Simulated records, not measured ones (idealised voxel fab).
process module | voxel transistor to metal
cross-section cut | 295 nm wide | cells 5 nm
A cross-section is a grid of square cells, given in bands from the top down. A band is one or more rows of cells.
Each band's line starts with the height of the band's top and of its bottom, in nm. Then come its materials from left to right, each with its width in nm. One material with "throughout" fills the band from edge to edge. "air" is empty space.
Height 0 is the level under which the wafer as received is all one material. The lowest band goes on downwards, as in "0 down".
A width such as "30 to 40" changes by the same amount from each row of cells to the next, from the band's top row to its bottom row.
"no change" after a step means that no cell of the cross-section changed.
closed voids: empty space of 8 cells or more with no open way to the top, each as width x height at its distance from the left edge, in nm
after a step's settings: what the simulator itself notes on the step
overlay nm, on a step with a mask: how far to the right of its planned place the mask lay; to the left if negative
Each pair below shows a cross-section before one step and the cross-section after it, down to the lowest band that changed. The line under each pair gives the step between them, with its settings. The pairs can come from different runs of this module on the same starting wafer, so a pair continues from the pair above only where its "before" says so.
before
  0 down: Si throughout
  closed voids: none
after
  0 to -5: SiO2 throughout
  below -5: unchanged
  closed voids: none
the step between: op OXIDIZE | depth nm 5
before: the cross-section after the pair above
after
  15 to 0: SiN throughout
  below 0: unchanged
  closed voids: none
the step between: op CONFORMAL_DEP | material SiN | thk nm 15
before: the cross-section after the pair above
after
  25 to 15: aC throughout
  below 15: unchanged
  closed voids: none
the step between: op DIRECTIONAL_DEP | material aC | thk nm 10
before: the cross-section after the pair above
after
  55 to 25: air 35 | resist 95 | air 30 | resist 95 | air 40
  below 25: unchanged
  closed voids: none
the step between: op PATTERN | tone cover | mask id ACTIVE | material resist | width nm 95 | pitch nm 125 | thk nm 30 | overlay nm 0
before: the cross-section after the pair above
after
  45 to 25: air 35 | resist 95 | air 30 | resist 95 | air 40
  25 to 15: air 35 | aC 95 | air 30 | aC 95 | air 40
  below 15: unchanged
  closed voids: none
the step between: op DIRECTIONAL_ETCH | etch materials aC | depth nm 10
before: the cross-section after the pair above
after
  25 to 15: air 35 | aC 95 | air 30 | aC 95 | air 40
  below 15: unchanged
  closed voids: none
the step between: op STRIP | etch materials resist
before: the cross-section after the pair above
after
  25 to 15: air 35 | aC 95 | air 30 | aC 95 | air 40
  15 to 0: air 35 | SiN 95 | air 30 | SiN 95 | air 40
  below 0: unchanged
  closed voids: none
the step between: op DIRECTIONAL_ETCH | etch materials SiN | depth nm 15
before: the cross-section after the pair above
after
  25 to 15: air 35 | aC 95 | air 30 | aC 95 | air 40
  15 to 0: air 35 | SiN 95 | air 30 | SiN 95 | air 40
  0 to -5: air 35 | SiO2 95 | air 30 | SiO2 95 | air 40
  below -5: unchanged
  closed voids: none
the step between: op DIRECTIONAL_ETCH | etch materials SiO2 | depth nm 5
before: the cross-section after the pair above
after
  25 to 15: air 35 | aC 95 | air 30 | aC 95 | air 40
  15 to 0: air 35 | SiN 95 | air 30 | SiN 95 | air 40
  0 to -5: air 35 | SiO2 95 | air 30 | SiO2 95 | air 40
  -5 to -40: air 35 | Si 95 | air 30 | Si 95 | air 40
  below -40: unchanged
  closed voids: none
the step between: op DIRECTIONAL_ETCH | etch materials Si | depth nm 35
before: the cross-section after the pair above
after
  15 to 0: air 35 | SiN 95 | air 30 | SiN 95 | air 40
  below 0: unchanged
  closed voids: none
the step between: op STRIP | etch materials aC
before: the cross-section after the pair above
after
  15 to 0: air 35 | SiN 95 | air 30 | SiN 95 | air 40
  0 to -5: air 35 | SiO2 95 | air 30 | SiO2 95 | air 40
  -5 to -40: air 35 | SiO2 5 | Si 85 | SiO2 5 | air 30 | SiO2 5 | Si 85 | SiO2 5 | air 40
  -40 to -45: SiO2 40 | Si 85 | SiO2 40 | Si 85 | SiO2 45
  below -45: unchanged
  closed voids: none
the step between: op OXIDIZE | depth nm 5
before: the cross-section after the pair above
after
  30 to 15: SiO2 throughout
  15 to 0: SiO2 35 | SiN 95 | SiO2 30 | SiN 95 | SiO2 40
  0 to -5: SiO2 throughout
  -5 to -45: SiO2 40 | Si 85 | SiO2 40 | Si 85 | SiO2 45
  below -45: unchanged
  closed voids: none
the step between: op FILL_DEP | material SiO2 | thk nm 15
before: the cross-section after the pair above
after
  15 to 0: SiO2 35 | SiN 95 | SiO2 30 | SiN 95 | SiO2 40
  below 0: unchanged
  closed voids: none
the step between: op CMP | height nm 15
before: the cross-section after the pair above
after
  15 to 10: air 35 | SiN 95 | air 30 | SiN 95 | air 40
  below 10: unchanged
  closed voids: none
the step between: op SELECTIVE_ETCH | etch materials SiO2 | depth nm 5
before: the cross-section after the pair above
after
  10 to 0: SiO2 35 | air 95 | SiO2 30 | air 95 | SiO2 40
  below 0: unchanged
  closed voids: none
the step between: op STRIP | etch materials SiN
before: the cross-section after the pair above
after
  5 to -5: SiO2 30 | air 105 | SiO2 20 | air 105 | SiO2 35
  below -5: unchanged
  closed voids: none
the step between: op SELECTIVE_ETCH | etch materials SiO2 | depth nm 5
before: the cross-section after the pair above
after
  5 to -5: SiO2 30 | air 105 | SiO2 20 | air 105 | SiO2 35
  -5 to -10: SiO2 throughout
  below -10: unchanged
  closed voids: none
the step between: op OXIDIZE | depth nm 5
before: the cross-section after the pair above
after
  35 to 25: polySi 30 | air 105 | polySi 20 | air 105 | polySi 35
  25 to 5: polySi throughout
  5 to -5: SiO2 30 | polySi 105 | SiO2 20 | polySi 105 | SiO2 35
  below -5: unchanged
  closed voids: none
the step between: op DIRECTIONAL_DEP | material polySi | thk nm 30
before: the cross-section after the pair above
after
  50 to 40: SiCN 30 | air 105 | SiCN 20 | air 105 | SiCN 35
  40 to 35: SiCN throughout
  35 to 25: polySi 30 | SiCN 105 | polySi 20 | SiCN 105 | polySi 35
  below 25: unchanged
  closed voids: none
the step between: op DIRECTIONAL_DEP | material SiCN | thk nm 15
before: the cross-section after the pair above
after
  40 to 35: air 70 | SiCN 25 | air 100 | SiCN 25 | air 75
  35 to 25: polySi 30 | air 40 | SiCN 25 | air 40 | polySi 20 | air 40 | SiCN 25 | air 40 | polySi 35
  below 25: unchanged
  closed voids: none
the step between: op MASKED_ETCH | tone cover | mask id GATE | width nm 25 | pitch nm 125 | etch materials SiCN | depth nm 25 | overlay nm 0
before: the cross-section after the pair above
after
  40 to 25: air 70 | SiCN 25 | air 100 | SiCN 25 | air 75
  25 to 5: air 70 | polySi 25 | air 100 | polySi 25 | air 75
  5 to -5: SiO2 30 | air 40 | polySi 25 | air 40 | SiO2 20 | air 40 | polySi 25 | air 40 | SiO2 35
  below -5: unchanged
  closed voids: none
the step between: op MASKED_ETCH | tone cover | mask id GATE | width nm 25 | pitch nm 125 | etch materials polySi | depth nm 40 | overlay nm 0
before: the cross-section after the pair above
after
  45 to 40: air 65 | SiN 35 | air 90 | SiN 35 | air 70
  40 to 25: air 65 | SiN 5 | SiCN 25 | SiN 5 | air 90 | SiN 5 | SiCN 25 | SiN 5 | air 70
  25 to 10: air 65 | SiN 5 | polySi 25 | SiN 5 | air 90 | SiN 5 | polySi 25 | SiN 5 | air 70
  10 to 5: SiN 35 | air 30 | SiN 5 | polySi 25 | SiN 5 | air 30 | SiN 30 | air 30 | SiN 5 | polySi 25 | SiN 5 | air 30 | SiN 40
  5 to 0: SiO2 30 | SiN 5 | air 30 | SiN 5 | polySi 25 | SiN 5 | air 30 | SiN 5 | SiO2 20 | SiN 5 | air 30 | SiN 5 | polySi 25 | SiN 5 | air 30 | SiN 5 | SiO2 35
  0 to -5: SiO2 30 | SiN 40 | polySi 25 | SiN 40 | SiO2 20 | SiN 40 | polySi 25 | SiN 40 | SiO2 35
  below -5: unchanged
  closed voids: none
the step between: op CONFORMAL_DEP | material SiN | thk nm 5
before: the cross-section after the pair above
after
  40 to 25: air 65 | SiN 5 | SiCN 25 | SiN 5 | air 90 | SiN 5 | SiCN 25 | SiN 5 | air 70
  25 to 5: air 65 | SiN 5 | polySi 25 | SiN 5 | air 90 | SiN 5 | polySi 25 | SiN 5 | air 70
  5 to -5: SiO2 30 | SiN 5 | air 30 | SiN 5 | polySi 25 | SiN 5 | air 30 | SiN 5 | SiO2 20 | SiN 5 | air 30 | SiN 5 | polySi 25 | SiN 5 | air 30 | SiN 5 | SiO2 35
  below -5: unchanged
  closed voids: none
the step between: op DIRECTIONAL_ETCH | etch materials SiN | depth nm 5
before: the cross-section after the pair above
after
  40 to 25: air 65 | SiN 5 | SiCN 25 | SiN 5 | air 90 | SiN 5 | SiCN 25 | SiN 5 | air 70
  25 to 5: air 65 | SiN 5 | polySi 25 | SiN 5 | air 90 | SiN 5 | polySi 25 | SiN 5 | air 70
  5 to 0: air 30 | SiN 5 | air 30 | SiN 5 | polySi 25 | SiN 5 | air 30 | SiN 5 | air 20 | SiN 5 | air 30 | SiN 5 | polySi 25 | SiN 5 | air 30 | SiN 5 | air 35
  0 to -5: SiO2 30 | SiN 5 | air 30 | SiN 5 | polySi 25 | SiN 5 | air 30 | SiN 5 | SiO2 20 | SiN 5 | air 30 | SiN 5 | polySi 25 | SiN 5 | air 30 | SiN 5 | SiO2 35
  -5 to -10: SiO2 35 | air 30 | SiO2 35 | air 30 | SiO2 30 | air 30 | SiO2 35 | air 30 | SiO2 40
  below -10: unchanged
  closed voids: none
the step between: op DIRECTIONAL_ETCH | etch materials SiO2 | depth nm 5
before: the cross-section after the pair above
after
  40 to 25: air 65 | SiN 5 | SiCN 25 | SiN 5 | air 90 | SiN 5 | SiCN 25 | SiN 5 | air 70
  25 to 5: air 65 | SiN 5 | polySi 25 | SiN 5 | air 90 | SiN 5 | polySi 25 | SiN 5 | air 70
  5 to 0: air 30 | SiN 5 | air 30 | SiN 5 | polySi 25 | SiN 5 | air 30 | SiN 5 | air 20 | SiN 5 | air 30 | SiN 5 | polySi 25 | SiN 5 | air 30 | SiN 5 | air 35
  0 to -5: SiO2 30 | SiN 5 | air 30 | SiN 5 | polySi 25 | SiN 5 | air 30 | SiN 5 | SiO2 20 | SiN 5 | air 30 | SiN 5 | polySi 25 | SiN 5 | air 30 | SiN 5 | SiO2 35
  -5 to -10: SiO2 35 | nSi 30 | SiO2 35 | nSi 30 | SiO2 30 | nSi 30 | SiO2 35 | nSi 30 | SiO2 40
  below -10: unchanged
  closed voids: none
the step between: op EPI | material nSi | thk nm 5
before: the cross-section after the pair above
after
  45 to 40: SiO2 throughout
  40 to 25: SiO2 65 | SiN 5 | SiCN 25 | SiN 5 | SiO2 90 | SiN 5 | SiCN 25 | SiN 5 | SiO2 70
  25 to 5: SiO2 65 | SiN 5 | polySi 25 | SiN 5 | SiO2 90 | SiN 5 | polySi 25 | SiN 5 | SiO2 70
  5 to -5: SiO2 30 | SiN 5 | SiO2 30 | SiN 5 | polySi 25 | SiN 5 | SiO2 30 | SiN 5 | SiO2 20 | SiN 5 | SiO2 30 | SiN 5 | polySi 25 | SiN 5 | SiO2 30 | SiN 5 | SiO2 35
  below -5: unchanged
  closed voids: none
the step between: op FILL_DEP | material SiO2 | thk nm 5
before: the cross-section after the pair above
after
  40 to 25: SiO2 65 | SiN 5 | SiCN 25 | SiN 5 | SiO2 90 | SiN 5 | SiCN 25 | SiN 5 | SiO2 70
  below 25: unchanged
  closed voids: none
the step between: op CMP | height nm 40
before: the cross-section after the pair above
after
  50 to 40: SiO2 throughout
  below 40: unchanged
  closed voids: none
the step between: op DIRECTIONAL_DEP | material SiO2 | thk nm 10
before: the cross-section after the pair above
after
  60 to 50: aC throughout
  below 50: unchanged
  closed voids: none
the step between: op DIRECTIONAL_DEP | material aC | thk nm 10
before: the cross-section after the pair above
after
  90 to 60: resist 40 | air 25 | resist 35 | air 25 | resist 40 | air 25 | resist 35 | air 25 | resist 45
  below 60: unchanged
  closed voids: none
the step between: op PATTERN | tone open | mask id CONTACT | material resist | width nm 25 | thk nm 30 | overlay nm 0
before: the cross-section after the pair above
after
  80 to 60: resist 40 | air 25 | resist 35 | air 25 | resist 40 | air 25 | resist 35 | air 25 | resist 45
  60 to 50: aC 40 | air 25 | aC 35 | air 25 | aC 40 | air 25 | aC 35 | air 25 | aC 45
  below 50: unchanged
  closed voids: none
the step between: op DIRECTIONAL_ETCH | etch materials aC | depth nm 10
before: the cross-section after the pair above
after
  60 to 50: aC 40 | air 25 | aC 35 | air 25 | aC 40 | air 25 | aC 35 | air 25 | aC 45
  below 50: unchanged
  closed voids: none
the step between: op STRIP | etch materials resist
before: the cross-section after the pair above
after
  60 to 50: aC 40 | air 25 | aC 35 | air 25 | aC 40 | air 25 | aC 35 | air 25 | aC 45
  50 to 40: SiO2 40 | air 25 | SiO2 35 | air 25 | SiO2 40 | air 25 | SiO2 35 | air 25 | SiO2 45
  40 to 25: SiO2 40 | air 25 | SiN 5 | SiCN 25 | SiN 5 | air 25 | SiO2 40 | air 25 | SiN 5 | SiCN 25 | SiN 5 | air 25 | SiO2 45
  25 to 5: SiO2 40 | air 25 | SiN 5 | polySi 25 | SiN 5 | air 25 | SiO2 40 | air 25 | SiN 5 | polySi 25 | SiN 5 | air 25 | SiO2 45
  5 to -5: SiO2 30 | SiN 5 | SiO2 5 | air 25 | SiN 5 | polySi 25 | SiN 5 | air 25 | SiO2 5 | SiN 5 | SiO2 20 | SiN 5 | SiO2 5 | air 25 | SiN 5 | polySi 25 | SiN 5 | air 25 | SiO2 5 | SiN 5 | SiO2 35
  below -5: unchanged
  closed voids: none
the step between: op DIRECTIONAL_ETCH | etch materials SiO2 | depth nm 55
before: the cross-section after the pair above
after
  50 to 40: SiO2 40 | air 25 | SiO2 35 | air 25 | SiO2 40 | air 25 | SiO2 35 | air 25 | SiO2 45
  below 40: unchanged
  closed voids: none
the step between: op STRIP | etch materials aC
before: the cross-section after the pair above
after
  55 to 50: TiN 45 | air 15 | TiN 45 | air 15 | TiN 50 | air 15 | TiN 45 | air 15 | TiN 50
  50 to 40: SiO2 40 | TiN 5 | air 15 | TiN 5 | SiO2 35 | TiN 5 | air 15 | TiN 5 | SiO2 40 | TiN 5 | air 15 | TiN 5 | SiO2 35 | TiN 5 | air 15 | TiN 5 | SiO2 45
  40 to 25: SiO2 40 | TiN 5 | air 15 | TiN 5 | SiN 5 | SiCN 25 | SiN 5 | TiN 5 | air 15 | TiN 5 | SiO2 40 | TiN 5 | air 15 | TiN 5 | SiN 5 | SiCN 25 | SiN 5 | TiN 5 | air 15 | TiN 5 | SiO2 45
  25 to 5: SiO2 40 | TiN 5 | air 15 | TiN 5 | SiN 5 | polySi 25 | SiN 5 | TiN 5 | air 15 | TiN 5 | SiO2 40 | TiN 5 | air 15 | TiN 5 | SiN 5 | polySi 25 | SiN 5 | TiN 5 | air 15 | TiN 5 | SiO2 45
  5 to 0: SiO2 30 | SiN 5 | SiO2 5 | TiN 5 | air 15 | TiN 5 | SiN 5 | polySi 25 | SiN 5 | TiN 5 | air 15 | TiN 5 | SiO2 5 | SiN 5 | SiO2 20 | SiN 5 | SiO2 5 | TiN 5 | air 15 | TiN 5 | SiN 5 | polySi 25 | SiN 5 | TiN 5 | air 15 | TiN 5 | SiO2 5 | SiN 5 | SiO2 35
  0 to -5: SiO2 30 | SiN 5 | SiO2 5 | TiN 25 | SiN 5 | polySi 25 | SiN 5 | TiN 25 | SiO2 5 | SiN 5 | SiO2 20 | SiN 5 | SiO2 5 | TiN 25 | SiN 5 | polySi 25 | SiN 5 | TiN 25 | SiO2 5 | SiN 5 | SiO2 35
  below -5: unchanged
  closed voids: none
the step between: op CONFORMAL_DEP | material TiN | thk nm 5
before: the cross-section after the pair above
after
  65 to 55: Ru throughout
  55 to 50: TiN 45 | Ru 15 | TiN 45 | Ru 15 | TiN 50 | Ru 15 | TiN 45 | Ru 15 | TiN 50
  50 to 40: SiO2 40 | TiN 5 | Ru 15 | TiN 5 | SiO2 35 | TiN 5 | Ru 15 | TiN 5 | SiO2 40 | TiN 5 | Ru 15 | TiN 5 | SiO2 35 | TiN 5 | Ru 15 | TiN 5 | SiO2 45
  40 to 25: SiO2 40 | TiN 5 | Ru 15 | TiN 5 | SiN 5 | SiCN 25 | SiN 5 | TiN 5 | Ru 15 | TiN 5 | SiO2 40 | TiN 5 | Ru 15 | TiN 5 | SiN 5 | SiCN 25 | SiN 5 | TiN 5 | Ru 15 | TiN 5 | SiO2 45
  25 to 5: SiO2 40 | TiN 5 | Ru 15 | TiN 5 | SiN 5 | polySi 25 | SiN 5 | TiN 5 | Ru 15 | TiN 5 | SiO2 40 | TiN 5 | Ru 15 | TiN 5 | SiN 5 | polySi 25 | SiN 5 | TiN 5 | Ru 15 | TiN 5 | SiO2 45
  5 to 0: SiO2 30 | SiN 5 | SiO2 5 | TiN 5 | Ru 15 | TiN 5 | SiN 5 | polySi 25 | SiN 5 | TiN 5 | Ru 15 | TiN 5 | SiO2 5 | SiN 5 | SiO2 20 | SiN 5 | SiO2 5 | TiN 5 | Ru 15 | TiN 5 | SiN 5 | polySi 25 | SiN 5 | TiN 5 | Ru 15 | TiN 5 | SiO2 5 | SiN 5 | SiO2 35
  below 0: unchanged
  closed voids: none
the step between: op FILL_DEP | material Ru | thk nm 10
before: the cross-section after the pair above
after
  50 to 40: SiO2 40 | TiN 5 | Ru 15 | TiN 5 | SiO2 35 | TiN 5 | Ru 15 | TiN 5 | SiO2 40 | TiN 5 | Ru 15 | TiN 5 | SiO2 35 | TiN 5 | Ru 15 | TiN 5 | SiO2 45
  below 40: unchanged
  closed voids: none
the step between: op CMP | height nm 50
before: the cross-section after the pair above
after
  55 to 50: TiN throughout
  below 50: unchanged
  closed voids: none
the step between: op DIRECTIONAL_DEP | material TiN | thk nm 5
before: the cross-section after the pair above
after
  70 to 55: W throughout
  below 55: unchanged
  closed voids: none
the step between: op DIRECTIONAL_DEP | material W | thk nm 15
before: the cross-section after the pair above
after
  85 to 70: aC throughout
  below 70: unchanged
  closed voids: none
the step between: op DIRECTIONAL_DEP | material aC | thk nm 15
before: the cross-section after the pair above
after
  120 to 85: air 40 | resist 15 | air 55 | resist 15 | air 40 | resist 15 | air 55 | resist 15 | air 45
  below 85: unchanged
  closed voids: none
the step between: op PATTERN | tone cover | mask id METAL_1 | material resist | width nm 15 | thk nm 35 | overlay nm 0
before: the cross-section after the pair above
after
  105 to 85: air 40 | resist 15 | air 55 | resist 15 | air 40 | resist 15 | air 55 | resist 15 | air 45
  85 to 70: air 40 | aC 15 | air 55 | aC 15 | air 40 | aC 15 | air 55 | aC 15 | air 45
  below 70: unchanged
  closed voids: none
the step between: op DIRECTIONAL_ETCH | etch materials aC | depth nm 15
before: the cross-section after the pair above
after
  85 to 70: air 40 | aC 15 | air 55 | aC 15 | air 40 | aC 15 | air 55 | aC 15 | air 45
  below 70: unchanged
  closed voids: none
the step between: op STRIP | etch materials resist
before: the cross-section after the pair above
after
  85 to 70: air 40 | aC 15 | air 55 | aC 15 | air 40 | aC 15 | air 55 | aC 15 | air 45
  70 to 55: air 40 | W 15 | air 55 | W 15 | air 40 | W 15 | air 55 | W 15 | air 45
  below 55: unchanged
  closed voids: none
the step between: op DIRECTIONAL_ETCH | etch materials W | depth nm 15
before: the cross-section after the pair above
after
  85 to 70: air 40 | aC 15 | air 55 | aC 15 | air 40 | aC 15 | air 55 | aC 15 | air 45
  70 to 55: air 40 | W 15 | air 55 | W 15 | air 40 | W 15 | air 55 | W 15 | air 45
  55 to 50: air 40 | TiN 15 | air 55 | TiN 15 | air 40 | TiN 15 | air 55 | TiN 15 | air 45
  below 50: unchanged
  closed voids: none
the step between: op DIRECTIONAL_ETCH | etch materials TiN | depth nm 5
before: the cross-section after the pair above
after
  70 to 55: air 40 | W 15 | air 55 | W 15 | air 40 | W 15 | air 55 | W 15 | air 45
  below 55: unchanged
  closed voids: none
the step between: op STRIP | etch materials aC
before: the cross-section after the pair above
after
  75 to 70: SiO2 throughout
  70 to 55: SiO2 40 | W 15 | SiO2 55 | W 15 | SiO2 40 | W 15 | SiO2 55 | W 15 | SiO2 45
  55 to 50: SiO2 40 | TiN 15 | SiO2 55 | TiN 15 | SiO2 40 | TiN 15 | SiO2 55 | TiN 15 | SiO2 45
  below 50: unchanged
  closed voids: none
the step between: op FILL_DEP | material SiO2 | thk nm 5
before: the cross-section after the pair above
after
  70 to 55: SiO2 40 | W 15 | SiO2 55 | W 15 | SiO2 40 | W 15 | SiO2 55 | W 15 | SiO2 45
  below 55: unchanged
  closed voids: none
the step between: op CMP | height nm 70
before: the cross-section after the pair above
after
  75 to 70: SiN throughout
  below 70: unchanged
  closed voids: none
the step between: op CONFORMAL_DEP | material SiN | thk nm 5
before
  65 to 55: Ru throughout
  55 to 50: TiN 45 | Ru 15 | TiN 45 | Ru 15 | TiN 50 | Ru 15 | TiN 45 | Ru 15 | TiN 50
  50 to 40: SiO2 40 | TiN 5 | Ru 15 | TiN 5 | SiO2 35 | TiN 5 | Ru 15 | TiN 5 | SiO2 40 | TiN 5 | Ru 15 | TiN 5 | SiO2 35 | TiN 5 | Ru 15 | TiN 5 | SiO2 45
  40 to 25: SiO2 40 | TiN 5 | Ru 15 | TiN 5 | SiN 5 | SiCN 25 | SiN 5 | TiN 5 | Ru 15 | TiN 5 | SiO2 40 | TiN 5 | Ru 15 | TiN 5 | SiN 5 | SiCN 25 | SiN 5 | TiN 5 | Ru 15 | TiN 5 | SiO2 45
  25 to 5: SiO2 40 | TiN 5 | Ru 15 | TiN 5 | SiN 5 | polySi 25 | SiN 5 | TiN 5 | Ru 15 | TiN 5 | SiO2 40 | TiN 5 | Ru 15 | TiN 5 | SiN 5 | polySi 25 | SiN 5 | TiN 5 | Ru 15 | TiN 5 | SiO2 45
  5 to 0: SiO2 30 | SiN 5 | SiO2 5 | TiN 5 | Ru 15 | TiN 5 | SiN 5 | polySi 25 | SiN 5 | TiN 5 | Ru 15 | TiN 5 | SiO2 5 | SiN 5 | SiO2 20 | SiN 5 | SiO2 5 | TiN 5 | Ru 15 | TiN 5 | SiN 5 | polySi 25 | SiN 5 | TiN 5 | Ru 15 | TiN 5 | SiO2 5 | SiN 5 | SiO2 35
  0 to -5: SiO2 30 | SiN 5 | SiO2 5 | TiN 25 | SiN 5 | polySi 25 | SiN 5 | TiN 25 | SiO2 5 | SiN 5 | SiO2 20 | SiN 5 | SiO2 5 | TiN 25 | SiN 5 | polySi 25 | SiN 5 | TiN 25 | SiO2 5 | SiN 5 | SiO2 35
  -5 to -10: SiO2 35 | nSi 30 | SiO2 35 | nSi 30 | SiO2 30 | nSi 30 | SiO2 35 | nSi 30 | SiO2 40
  -10 to -45: SiO2 40 | Si 85 | SiO2 40 | Si 85 | SiO2 45
  -45 down: Si throughout
  closed voids: none
after
  70 to 65: TiN throughout
  below 65: unchanged
  closed voids: none
the step between: op DIRECTIONAL_DEP | material TiN | thk nm 5
before: the cross-section after the pair above
after
  85 to 70: W throughout
  below 70: unchanged
  closed voids: none
the step between: op DIRECTIONAL_DEP | material W | thk nm 15
before: the cross-section after the pair above
after
  100 to 85: aC throughout
  below 85: unchanged
  closed voids: none
the step between: op DIRECTIONAL_DEP | material aC | thk nm 15
before: the cross-section after the pair above
after
  135 to 100: air 40 | resist 15 | air 55 | resist 15 | air 40 | resist 15 | air 55 | resist 15 | air 45
  below 100: unchanged
  closed voids: none
the step between: op PATTERN | tone cover | mask id METAL_1 | material resist | width nm 15 | thk nm 35 | overlay nm 0
before: the cross-section after the pair above
after
  120 to 100: air 40 | resist 15 | air 55 | resist 15 | air 40 | resist 15 | air 55 | resist 15 | air 45
  100 to 85: air 40 | aC 15 | air 55 | aC 15 | air 40 | aC 15 | air 55 | aC 15 | air 45
  below 85: unchanged
  closed voids: none
the step between: op DIRECTIONAL_ETCH | etch materials aC | depth nm 15
before: the cross-section after the pair above
after
  100 to 85: air 40 | aC 15 | air 55 | aC 15 | air 40 | aC 15 | air 55 | aC 15 | air 45
  below 85: unchanged
  closed voids: none
the step between: op STRIP | etch materials resist
before: the cross-section after the pair above
after
  100 to 85: air 40 | aC 15 | air 55 | aC 15 | air 40 | aC 15 | air 55 | aC 15 | air 45
  85 to 70: air 40 | W 15 | air 55 | W 15 | air 40 | W 15 | air 55 | W 15 | air 45
  below 70: unchanged
  closed voids: none
the step between: op DIRECTIONAL_ETCH | etch materials W | depth nm 15
before: the cross-section after the pair above
after
  100 to 85: air 40 | aC 15 | air 55 | aC 15 | air 40 | aC 15 | air 55 | aC 15 | air 45
  85 to 70: air 40 | W 15 | air 55 | W 15 | air 40 | W 15 | air 55 | W 15 | air 45
  70 to 65: air 40 | TiN 15 | air 55 | TiN 15 | air 40 | TiN 15 | air 55 | TiN 15 | air 45
  below 65: unchanged
  closed voids: none
the step between: op DIRECTIONAL_ETCH | etch materials TiN | depth nm 5
before: the cross-section after the pair above
after
  85 to 70: air 40 | W 15 | air 55 | W 15 | air 40 | W 15 | air 55 | W 15 | air 45
  below 70: unchanged
  closed voids: none
the step between: op STRIP | etch materials aC
before: the cross-section after the pair above
after
  90 to 85: SiO2 throughout
  85 to 70: SiO2 40 | W 15 | SiO2 55 | W 15 | SiO2 40 | W 15 | SiO2 55 | W 15 | SiO2 45
  70 to 65: SiO2 40 | TiN 15 | SiO2 55 | TiN 15 | SiO2 40 | TiN 15 | SiO2 55 | TiN 15 | SiO2 45
  below 65: unchanged
  closed voids: none
the step between: op FILL_DEP | material SiO2 | thk nm 5
before: the cross-section after the pair above
after
  70 to 65: SiO2 40 | TiN 15 | SiO2 55 | TiN 15 | SiO2 40 | TiN 15 | SiO2 55 | TiN 15 | SiO2 45
  below 65: unchanged
  closed voids: none
the step between: op CMP | height nm 70
before: the cross-section after the pair above
after
  75 to 70: SiN throughout
  below 70: unchanged
  closed voids: none
the step between: op CONFORMAL_DEP | material SiN | thk nm 5
before
  50 to 40: SiCN 30 | air 105 | SiCN 20 | air 105 | SiCN 35
  40 to 35: SiCN throughout
  35 to 25: polySi 30 | SiCN 105 | polySi 20 | SiCN 105 | polySi 35
  25 to 5: polySi throughout
  5 to -5: SiO2 30 | polySi 105 | SiO2 20 | polySi 105 | SiO2 35
  -5 to -10: SiO2 throughout
  -10 to -45: SiO2 40 | Si 85 | SiO2 40 | Si 85 | SiO2 45
  -45 down: Si throughout
  closed voids: none
after
  65 to 55: SiCN 30 | air 105 | SiCN 20 | air 105 | SiCN 35
  55 to 35: SiCN throughout
  below 35: unchanged
  closed voids: none
the step between: op DIRECTIONAL_DEP | material SiCN | thk nm 15
before: the cross-section after the pair above
after
  55 to 40: air 70 | SiCN 25 | air 100 | SiCN 25 | air 75
  40 to 35: SiCN 30 | air 40 | SiCN 25 | air 40 | SiCN 20 | air 40 | SiCN 25 | air 40 | SiCN 35
  35 to 30: polySi 30 | air 40 | SiCN 25 | air 40 | polySi 20 | air 40 | SiCN 25 | air 40 | polySi 35
  below 30: unchanged
  closed voids: none
the step between: op MASKED_ETCH | tone cover | mask id GATE | width nm 25 | pitch nm 125 | etch materials SiCN | depth nm 25 | overlay nm 0
before: the cross-section after the pair above
after
  60 to 55: air 65 | SiN 35 | air 90 | SiN 35 | air 70
  55 to 45: air 65 | SiN 5 | SiCN 25 | SiN 5 | air 90 | SiN 5 | SiCN 25 | SiN 5 | air 70
  45 to 40: SiN 35 | air 30 | SiN 5 | SiCN 25 | SiN 5 | air 30 | SiN 30 | air 30 | SiN 5 | SiCN 25 | SiN 5 | air 30 | SiN 40
  40 to 35: SiCN 30 | SiN 5 | air 30 | SiN 5 | SiCN 25 | SiN 5 | air 30 | SiN 5 | SiCN 20 | SiN 5 | air 30 | SiN 5 | SiCN 25 | SiN 5 | air 30 | SiN 5 | SiCN 35
  35 to 30: polySi 30 | SiN 40 | SiCN 25 | SiN 40 | polySi 20 | SiN 40 | SiCN 25 | SiN 40 | polySi 35
  below 30: unchanged
  closed voids: none
the step between: op CONFORMAL_DEP | material SiN | thk nm 5
before: the cross-section after the pair above
after
  55 to 40: air 65 | SiN 5 | SiCN 25 | SiN 5 | air 90 | SiN 5 | SiCN 25 | SiN 5 | air 70
  40 to 35: SiCN 30 | SiN 5 | air 30 | SiN 5 | SiCN 25 | SiN 5 | air 30 | SiN 5 | SiCN 20 | SiN 5 | air 30 | SiN 5 | SiCN 25 | SiN 5 | air 30 | SiN 5 | SiCN 35
  35 to 30: polySi 30 | SiN 5 | air 30 | SiN 5 | SiCN 25 | SiN 5 | air 30 | SiN 5 | polySi 20 | SiN 5 | air 30 | SiN 5 | SiCN 25 | SiN 5 | air 30 | SiN 5 | polySi 35
  below 30: unchanged
  closed voids: none
the step between: op DIRECTIONAL_ETCH | etch materials SiN | depth nm 5
before: the cross-section after the pair above
after
  60 to 55: SiO2 throughout
  55 to 40: SiO2 65 | SiN 5 | SiCN 25 | SiN 5 | SiO2 90 | SiN 5 | SiCN 25 | SiN 5 | SiO2 70
  40 to 35: SiCN 30 | SiN 5 | SiO2 30 | SiN 5 | SiCN 25 | SiN 5 | SiO2 30 | SiN 5 | SiCN 20 | SiN 5 | SiO2 30 | SiN 5 | SiCN 25 | SiN 5 | SiO2 30 | SiN 5 | SiCN 35
  35 to 30: polySi 30 | SiN 5 | SiO2 30 | SiN 5 | SiCN 25 | SiN 5 | SiO2 30 | SiN 5 | polySi 20 | SiN 5 | SiO2 30 | SiN 5 | SiCN 25 | SiN 5 | SiO2 30 | SiN 5 | polySi 35
  below 30: unchanged
  closed voids: none
the step between: op FILL_DEP | material SiO2 | thk nm 5
before: the cross-section after the pair above
after
  40 to 35: SiCN 30 | SiN 5 | SiO2 30 | SiN 5 | SiCN 25 | SiN 5 | SiO2 30 | SiN 5 | SiCN 20 | SiN 5 | SiO2 30 | SiN 5 | SiCN 25 | SiN 5 | SiO2 30 | SiN 5 | SiCN 35
  below 35: unchanged
  closed voids: none
the step between: op CMP | height nm 40
before: the cross-section after the pair above
after
  50 to 40: SiO2 throughout
  below 40: unchanged
  closed voids: none
the step between: op DIRECTIONAL_DEP | material SiO2 | thk nm 10
before: the cross-section after the pair above
after
  60 to 50: aC throughout
  below 50: unchanged
  closed voids: none
the step between: op DIRECTIONAL_DEP | material aC | thk nm 10
before: the cross-section after the pair above
after
  90 to 60: resist 40 | air 25 | resist 35 | air 25 | resist 40 | air 25 | resist 35 | air 25 | resist 45
  below 60: unchanged
  closed voids: none
the step between: op PATTERN | tone open | mask id CONTACT | material resist | width nm 25 | thk nm 30 | overlay nm 0
